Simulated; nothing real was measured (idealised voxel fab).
Proc. module: voxel tone inversion
Cross-section cut spans 260 nm and uses square cells 5 nm in size.
When this document writes out a cross-section, it uses a grid of square cells and lists it as bands, beginning at the top and moving down, with a band standing for one or more rows of cells.
The entry gives the band's vertical extent as a top height and a bottom height in nm, then its horizontal make-up as materials from left to right, each with a width in nm. "blank" stands for empty space; a single material marked "throughout" fills the band edge to edge.
Zero point of the height axis is 0; under it, received wafer = one material. Lowest band: continues down indefinitely, "z 0 and below".
The expression "30->40" gives the width at the extremes of the band, the first number at its top row of cells and the second at its bottom row, with the width changing by equal amounts from each row to the next in between.
"nothing got changed" means the step left every cell of the cross-section as it was.
Empty spaces without an open route to the top, at least 8 cells in extent, make up the entry "Closed empty spaces"; each is given as width x height at distance, where the distance is measured from the left edge, and all are in nm.
If you see something after the settings on a step's line, that's the simulator's own remark about that step.
overlay nm: right-of-plan distance of the mask on a masked step; negative values mean left-of-plan.
-- Process steps (planned)
1,RECEIVE | material Si
2,CONFORMAL_DEP | material SiCN | thk nm 10
3,DIRECTIONAL_DEP | material aC | thk nm 20
4,PATTERN | tone cover | mask id POSTS | material resist | width nm 20 | pitch nm 45 | thk nm 30 | overlay nm 0
5,DIRECTIONAL_ETCH | etch materials aC | depth nm 20
6,STRIP | etch materials resist
7,FILL_DEP | material lowk | thk nm 10
8,CMP | height nm 30
9,STRIP | etch materials aC
10,CONFORMAL_DEP | material TiN | thk nm 5
11,FILL_DEP | material Cu | thk nm 5
12,CMP | height nm 30
13,CONFORMAL_DEP | material SiN | thk nm 5
-- first wafer, as planned
-- This is the cross-section of the wafer as we received it, i.e. after step 1
z 0 and below = Si throughout
Closed empty spaces: none
-- Step 2 complete: cross-section through the wafer
z 10 to 0 = SiCN throughout
All layers under 0 are left as they were.
-- Step 3 complete: cross-section through the wafer
z 30 to 10 = aC throughout
All layers under 10 are left as they were.
-- Step 4 complete: cross-section through the wafer
z 60 to 30 = blank=75, then resist=20, then blank=25, then resist=20, then blank=25, then resist=20, then blank=75
All layers under 30 are left as they were.
-- Step 5 complete: cross-section through the wafer
z 40 to 30 = blank=75, then resist=20, then blank=25, then resist=20, then blank=25, then resist=20, then blank=75
z 30 to 10 = blank=75, then aC=20, then blank=25, then aC=20, then blank=25, then aC=20, then blank=75
All layers under 10 are left as they were.
-- Step 6 complete: cross-section through the wafer
z 30 to 10 = blank=75, then aC=20, then blank=25, then aC=20, then blank=25, then aC=20, then blank=75
All layers under 10 are left as they were.
-- Step 7 complete: cross-section through the wafer
z 40 to 30 = lowk throughout
z 30 to 10 = lowk=75, then aC=20, then lowk=25, then aC=20, then lowk=25, then aC=20, then lowk=75
All layers under 10 are left as they were.
-- Step 8 complete: cross-section through the wafer
z 30 to 10 = lowk=75, then aC=20, then lowk=25, then aC=20, then lowk=25, then aC=20, then lowk=75
All layers under 10 are left as they were.
-- Step 9 complete: cross-section through the wafer
z 30 to 10 = lowk=75, then blank=20, then lowk=25, then blank=20, then lowk=25, then blank=20, then lowk=75
All layers under 10 are left as they were.
-- Step 10 complete: cross-section through the wafer
z 35 to 30 = TiN=80, then blank=10, then TiN=35, then blank=10, then TiN=35, then blank=10, then TiN=80
z 30 to 15 = lowk=75, then TiN=5, then blank=10, then TiN=5, then lowk=25, then TiN=5, then blank=10, then TiN=5, then lowk=25, then TiN=5, then blank=10, then TiN=5, then lowk=75
z 15 to 10 = lowk=75, then TiN=20, then lowk=25, then TiN=20, then lowk=25, then TiN=20, then lowk=75
All layers under 10 are left as they were.
-- Step 11 complete: cross-section through the wafer
z 40 to 35 = Cu throughout
z 35 to 30 = TiN=80, then Cu=10, then TiN=35, then Cu=10, then TiN=35, then Cu=10, then TiN=80
z 30 to 15 = lowk=75, then TiN=5, then Cu=10, then TiN=5, then lowk=25, then TiN=5, then Cu=10, then TiN=5, then lowk=25, then TiN=5, then Cu=10, then TiN=5, then lowk=75
All layers under 15 are left as they were.
-- Step 12 complete: cross-section through the wafer
z 30 to 15 = lowk=75, then TiN=5, then Cu=10, then TiN=5, then lowk=25, then TiN=5, then Cu=10, then TiN=5, then lowk=25, then TiN=5, then Cu=10, then TiN=5, then lowk=75
All layers under 15 are left as they were.
-- Step 13 complete: cross-section through the wafer
z 35 to 30 = SiN throughout
All layers under 30 are left as they were.
-- Notes, second wafer: start = first wafer's, plan = first wafer's, execution had one mistake; history identical to first through step 3
-- Second wafer: cross-section at the scheduled end of step 4
z 60 to 30 = resist=75, then blank=20, then resist=25, then blank=20, then resist=25, then blank=20, then resist=75
All layers under 30 are left as they were.
-- Second wafer: cross-section at the scheduled end of step 5
z 40 to 30 = resist=75, then blank=20, then resist=25, then blank=20, then resist=25, then blank=20, then resist=75
z 30 to 10 = aC=75, then blank=20, then aC=25, then blank=20, then aC=25, then blank=20, then aC=75
All layers under 10 are left as they were.
-- Second wafer: cross-section at the scheduled end of step 6
z 30 to 10 = aC=75, then blank=20, then aC=25, then blank=20, then aC=25, then blank=20, then aC=75
All layers under 10 are left as they were.
-- Second wafer: cross-section at the scheduled end of step 7
z 40 to 30 = lowk throughout
z 30 to 10 = aC=75, then lowk=20, then aC=25, then lowk=20, then aC=25, then lowk=20, then aC=75
All layers under 10 are left as they were.
-- Second wafer: cross-section at the scheduled end of step 8
z 30 to 10 = aC=75, then lowk=20, then aC=25, then lowk=20, then aC=25, then lowk=20, then aC=75
All layers under 10 are left as they were.
-- Second wafer: cross-section at the scheduled end of step 9
z 30 to 10 = blank=75, then lowk=20, then blank=25, then lowk=20, then blank=25, then lowk=20, then blank=75
All layers under 10 are left as they were.
-- Second wafer: cross-section at the scheduled end of step 10
z 35 to 30 = blank=70, then TiN=30, then blank=15, then TiN=30, then blank=15, then TiN=30, then blank=70
z 30 to 15 = blank=70, then TiN=5, then lowk=20, then TiN=5, then blank=15, then TiN=5, then lowk=20, then TiN=5, then blank=15, then TiN=5, then lowk=20, then TiN=5, then blank=70
z 15 to 10 = TiN=75, then lowk=20, then TiN=25, then lowk=20, then TiN=25, then lowk=20, then TiN=75
All layers under 10 are left as they were.
-- Second wafer: cross-section at the scheduled end of step 11
z 40 to 35 = Cu throughout
z 35 to 30 = Cu=70, then TiN=30, then Cu=15, then TiN=30, then Cu=15, then TiN=30, then Cu=70
z 30 to 15 = Cu=70, then TiN=5, then lowk=20, then TiN=5, then Cu=15, then TiN=5, then lowk=20, then TiN=5, then Cu=15, then TiN=5, then lowk=20, then TiN=5, then Cu=70
All layers under 15 are left as they were.
-- Second wafer: cross-section at the scheduled end of step 12
z 30 to 15 = Cu=70, then TiN=5, then lowk=20, then TiN=5, then Cu=15, then TiN=5, then lowk=20, then TiN=5, then Cu=15, then TiN=5, then lowk=20, then TiN=5, then Cu=70
All layers under 15 are left as they were.
-- Second wafer: cross-section at the scheduled end of step 13
z 35 to 30 = SiN throughout
All layers under 30 are left as they were.
It is concluded that the wafer was processed incorrectly with respect to the plan, in that step 4 did not happen as planned, as run it was PATTERN | tone open | mask id POSTS | material resist | width nm 20 | pitch nm 45 | thk nm 30 | overlay nm 0
FYI, end of process, the second wafer has more or fewer cells of some materials than the first: Cu +84 | TiN +28 | lowk -112
